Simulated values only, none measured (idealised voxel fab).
Process module in this document: voxel ribs on slabs
Section shown: cut. Width: 270 nm. Cell size: 5 nm, square.
We lay out every cross-section as a grid of square cells and spell it out in bands from the top down, where one band means one or more rows of cells. Look at the band entry: it leads with the top's height and the bottom's height in nm. Then it lists the materials left to right, with a width in nm for each. The word "throughout" on a single material says that material fills the band edge to edge. The word "empty" is empty space. Zero point of the height axis is 0; under it, received wafer = one material. Lowest band: continues down indefinitely, "z 0 and below". A width such as "30..40" changes by the same amount from each row of cells to the next, from the band's top row to its bottom row. Given "no modifications" for a step, no cell of the cross-section differs between before and after that step. Voids not open to the top, 8 cells minimum: see "Fully enclosed voids". Written width x height at distance; distance is from the left edge; nm. Post-settings text on a step line: simulator's own remark regarding the step. What "overlay nm" on a step's line means: if the step has a mask, that mask lay this far to the right of its planned place, or, when the value is negative, to the left.

# Planned step list for the process
step 1: RECEIVE (material Si)
step 2: DIRECTIONAL_DEP (material SiO2; thk nm 20)
step 3: DIRECTIONAL_DEP (material SiN; thk nm 15)
step 4: MASKED_ETCH (tone cover; mask id RIB; width nm 15; etch materials SiN; depth nm 5; overlay nm 0)
step 5: DIRECTIONAL_DEP (material aC; thk nm 10)
step 6: PATTERN (tone cover; mask id SLAB; material resist; width nm 65; thk nm 30; overlay nm 0)
step 7: DIRECTIONAL_ETCH (etch materials aC; depth nm 10)
step 8: STRIP (etch materials resist)
step 9: DIRECTIONAL_ETCH (etch materials SiN; depth nm 10)
step 10: STRIP (etch materials aC)
step 11: FILL_DEP (material SiO2; thk nm 20)
step 12: CMP (height nm 50)
step 13: DIRECTIONAL_DEP (material W; thk nm 5)
step 14: PATTERN (tone cover; mask id HEATER; material resist; width nm 25; thk nm 20; overlay nm 0)
step 15: DIRECTIONAL_ETCH (etch materials W; depth nm 5)
step 16: STRIP (etch materials resist)
step 17: CONFORMAL_DEP (material SiO2; thk nm 10)

# So this is the incoming wafer in cross-section - it's already been through step 1
- z 0 and below | Si throughout
- Fully enclosed voids: none

# Starting wafer: above. Plan: above. Run: one mistake. Cross-section after the module: below
- z 65 to 60 | empty=115; SiO2=40; empty=115
- z 60 to 55 | SiO2 throughout
- z 55 to 50 | SiO2=125; W=20; SiO2=125
- z 50 to 35 | SiO2 throughout
- z 35 to 30 | SiO2=125; SiN=15; SiO2=130
- z 30 to 20 | SiO2=100; SiN=65; SiO2=105
- z 20 to 0 | SiO2 throughout
- z 0 and below | Si throughout
- Fully enclosed voids: none
Short version of what went wrong: step 14 was run on a setting that differed from the plan, and what really ran there is PATTERN (tone cover; mask id HEATER; material resist; width nm 20; thk nm 20; overlay nm 0)
